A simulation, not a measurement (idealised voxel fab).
The process module that follows is named voxel spacer lines.
280 nm wide, 5 nm square cells: that's cross-section cut.
Cross-section = grid of square cells, listed top down in bands; band = one or more rows. Look at the band entry: it leads with the top's height and the bottom's height in nm. Then it lists the materials left to right, with a width in nm for each. The word "full width" on a single material says that material fills the band edge to edge. The word "blank" is empty space. Measure heights from 0. That's the level where, below it, the as-received wafer is all one material. The lowest band is bottomless and extends downward; write it as in "from 0 down". Think of "30..40" as a width that walks from the first number to the second as you go down the band, top row to bottom row, taking equal-sized steps from row to row. For the purposes of this document, the phrase "identical to before" attached to a step denotes that no cell within the cross-section was modified by that step. "Trapped cavities" enumerates empty spaces isolated from the top, with no open way to it, that contain at least 8 cells, giving each as width x height at distance from the left edge, all three in nm. Past the settings on a step's line: simulator remark, on that step. "overlay nm" answers the question of how far to the right of plan the mask lay on a step that has a mask, and when it is negative the answer is to the left.

This section lists the process steps that were planned
- 1: RECEIVE (material Si)
- 2: CONFORMAL_DEP (material Al2O3; thk nm 10)
- 3: DIRECTIONAL_DEP (material SiN; thk nm 10)
- 4: DIRECTIONAL_DEP (material aC; thk nm 20)
- 5: PATTERN (tone cover; mask id MANDREL; material resist; width nm 15; pitch nm 70; thk nm 30; overlay nm 0)
- 6: DIRECTIONAL_ETCH (etch materials aC; depth nm 20)
- 7: STRIP (etch materials resist)
- 8: CONFORMAL_DEP (material SiO2; thk nm 10)
- 9: DIRECTIONAL_ETCH (etch materials SiO2; depth nm 10)
- 10: STRIP (etch materials aC)
- 11: DIRECTIONAL_ETCH (etch materials SiN; depth nm 10)
- 12: STRIP (etch materials SiO2)
Variable across wafers: step 5 width nm (plan value is that of the first wafer; starting state common to all).

Cross-sectional view of the first of several wafers in the as-received condition, corresponding to the state following step 1
	from 0 down = Si full width
	Trapped cavities: none

Last step of the module is step 12; after it, the first of several wafers in cross-section
	from 20 to 10 = 50 of blank, then 10 of SiN, then 15 of blank, then 10 of SiN, then 35 of blank, then 10 of SiN, then 15 of blank, then 10 of SiN, then 35 of blank, then 10 of SiN, then 15 of blank, then 10 of SiN, then 55 of blank
	from 10 to 0 = Al2O3 full width
	from 0 down = Si full width
	Trapped cavities: none

Last wafer x-sec, end of module
	from 20 to 10 = 40 of blank, then 10 of SiN, then 40 of blank, then 10 of SiN, then 10 of blank, then 10 of SiN, then 40 of blank, then 10 of SiN, then 10 of blank, then 10 of SiN, then 40 of blank, then 10 of SiN, then 40 of blank
	from 10 to 0 = Al2O3 full width
	from 0 down = Si full width
	Trapped cavities: none

Table: wafers, a row each; end-of-module cell change per material since receipt, gain (+), loss (-); then closed voids
width nm 15 | +112 Al2O3 | +24 SiN | Trapped cavities: none
width nm 20 | +112 Al2O3 | +24 SiN | Trapped cavities: none
width nm 25 | +112 Al2O3 | +24 SiN | Trapped cavities: none
width nm 30 | +112 Al2O3 | +24 SiN | Trapped cavities: none
width nm 35 | +112 Al2O3 | +24 SiN | Trapped cavities: none
width nm 40 | +112 Al2O3 | +24 SiN | Trapped cavities: none
